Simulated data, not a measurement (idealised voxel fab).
The following process module bears the name voxel wiring stack.
Shown is cross-section cut, with a width of 180 nm and square cells of size 5 nm.
Cross-section = grid of square cells, listed top down in bands; band = one or more rows. Heads up on the band format: heights come first, top then bottom, in nm. After that it's the materials left to right, each with its width in nm. A single material flagged "throughout" fills the whole band edge to edge, and "blank" means there's empty space there. Heads up on the height convention: 0 is the point under which the incoming wafer is all one material, and the lowest band has no bottom, it just keeps going down, like "z 0 and below". Note: "30 to 40" means the width goes from the first number (top row of the band) to the second number (bottom row) in equal steps per row of cells. Step note "stayed the same" = no cross-section cell changed. "Sealed internal voids" means: voids of 8 cells or more that are shut off from the top with no open way through. Written width x height at distance, distance from the left edge, in nm. On each step's line, the part that comes after the settings is the simulator's own comment on the step. Steps that use a mask can have "overlay nm" on their line. It says how far the mask sat to the right of where it was meant to be. Negative means to the left.
Process steps - plan:
1: RECEIVE [material Si]
2: CONFORMAL_DEP [material SiO2] [thk nm 10]
3: DIRECTIONAL_DEP [material TiN] [thk nm 5]
4: DIRECTIONAL_DEP [material Ru] [thk nm 20]
5: PATTERN [tone cover] [mask id METAL_1] [material resist] [width nm 30] [pitch nm 45] [thk nm 15] [overlay nm 0]
6: DIRECTIONAL_ETCH [etch materials Ru] [depth nm 20]
7: DIRECTIONAL_ETCH [etch materials TiN] [depth nm 5]
8: STRIP [etch materials resist]
9: FILL_DEP [material lowk] [thk nm 5]
10: CMP [height nm 35]
11: CONFORMAL_DEP [material SiCN] [thk nm 5]
12: DIRECTIONAL_DEP [material lowk] [thk nm 15]
13: MASKED_ETCH [tone open] [mask id PLUG_1] [width nm 15] [pitch nm 45] [etch materials lowk] [depth nm 15] [overlay nm 0]
14: MASKED_ETCH [tone open] [mask id PLUG_1] [width nm 15] [pitch nm 45] [etch materials SiCN] [depth nm 5] [overlay nm 0]
15: CONFORMAL_DEP [material TiN] [thk nm 5]
16: FILL_DEP [material Cu] [thk nm 5]
17: CMP [height nm 55]
18: DIRECTIONAL_DEP [material TiN] [thk nm 5]
19: DIRECTIONAL_DEP [material W] [thk nm 25]
20: DIRECTIONAL_DEP [material aC] [thk nm 15]
21: PATTERN [tone cover] [mask id METAL_2] [material resist] [width nm 30] [pitch nm 45] [thk nm 35] [overlay nm 0]
22: DIRECTIONAL_ETCH [etch materials aC] [depth nm 15]
23: STRIP [etch materials resist]
24: DIRECTIONAL_ETCH [etch materials W] [depth nm 25]
25: DIRECTIONAL_ETCH [etch materials TiN] [depth nm 5]
26: STRIP [etch materials aC]
27: CONFORMAL_DEP [material SiN] [thk nm 5]
28: FILL_DEP [material lowk] [thk nm 10]
29: CMP [height nm 85]
30: CONFORMAL_DEP [material SiCN] [thk nm 5]
31: DIRECTIONAL_DEP [material lowk] [thk nm 10]
32: MASKED_ETCH [tone open] [mask id PLUG_2] [width nm 15] [etch materials lowk] [depth nm 10] [overlay nm 0]
33: MASKED_ETCH [tone open] [mask id PLUG_2] [width nm 15] [etch materials SiCN] [depth nm 5] [overlay nm 0]
34: EPI [material Ru] [thk nm 10]
35: EPI [material Ru] [thk nm 5]
36: DIRECTIONAL_DEP [material TiN] [thk nm 5]
37: DIRECTIONAL_DEP [material W] [thk nm 25]
38: MASKED_ETCH [tone cover] [mask id METAL_3] [width nm 30] [pitch nm 45] [etch materials W] [depth nm 25] [overlay nm 0]
39: MASKED_ETCH [tone cover] [mask id METAL_3] [width nm 30] [pitch nm 45] [etch materials TiN] [depth nm 5] [overlay nm 0]
40: FILL_DEP [material lowk] [thk nm 5]
41: CMP [height nm 130]
42: CONFORMAL_DEP [material SiN] [thk nm 5]
Here's what the wafer looked like in cross-section when it arrived - that's after step 1:
- z 0 and below = Si throughout
- Sealed internal voids: none
End state of the module in cross-section, given the above starting point and plan and one mistake in execution:
- z 135 to 130 = SiN throughout
- z 130 to 105 = 50 lowk, 30 W, 15 lowk, 30 W, 55 lowk
- z 105 to 100 = 50 lowk, 30 TiN, 15 lowk, 30 TiN, 55 lowk
- z 100 to 90 = 50 lowk, 15 Ru, 115 lowk
- z 90 to 85 = 50 SiCN, 15 Ru, 115 SiCN
- z 85 to 60 = 45 Cu, 5 SiN, 30 W, 5 SiN, 5 Cu, 5 SiN, 30 W, 5 SiN, 50 Cu
- z 60 to 55 = 50 SiN, 30 TiN, 15 SiN, 30 TiN, 55 SiN
- z 55 to 40 = 50 lowk, 5 TiN, 5 Cu, 5 TiN, 30 lowk, 5 TiN, 5 Cu, 5 TiN, 70 lowk
- z 40 to 35 = 50 SiCN, 15 TiN, 30 SiCN, 15 TiN, 70 SiCN
- z 35 to 15 = 50 lowk, 30 Ru, 15 lowk, 30 Ru, 55 lowk
- z 15 to 10 = 50 lowk, 30 TiN, 15 lowk, 30 TiN, 55 lowk
- z 10 to 0 = SiO2 throughout
- z 0 and below = Si throughout
- Sealed internal voids: none
Finding, execution versus plan: step 28 was processed under conditions differing from the plan, specifically as FILL_DEP [material Cu] [thk nm 10]
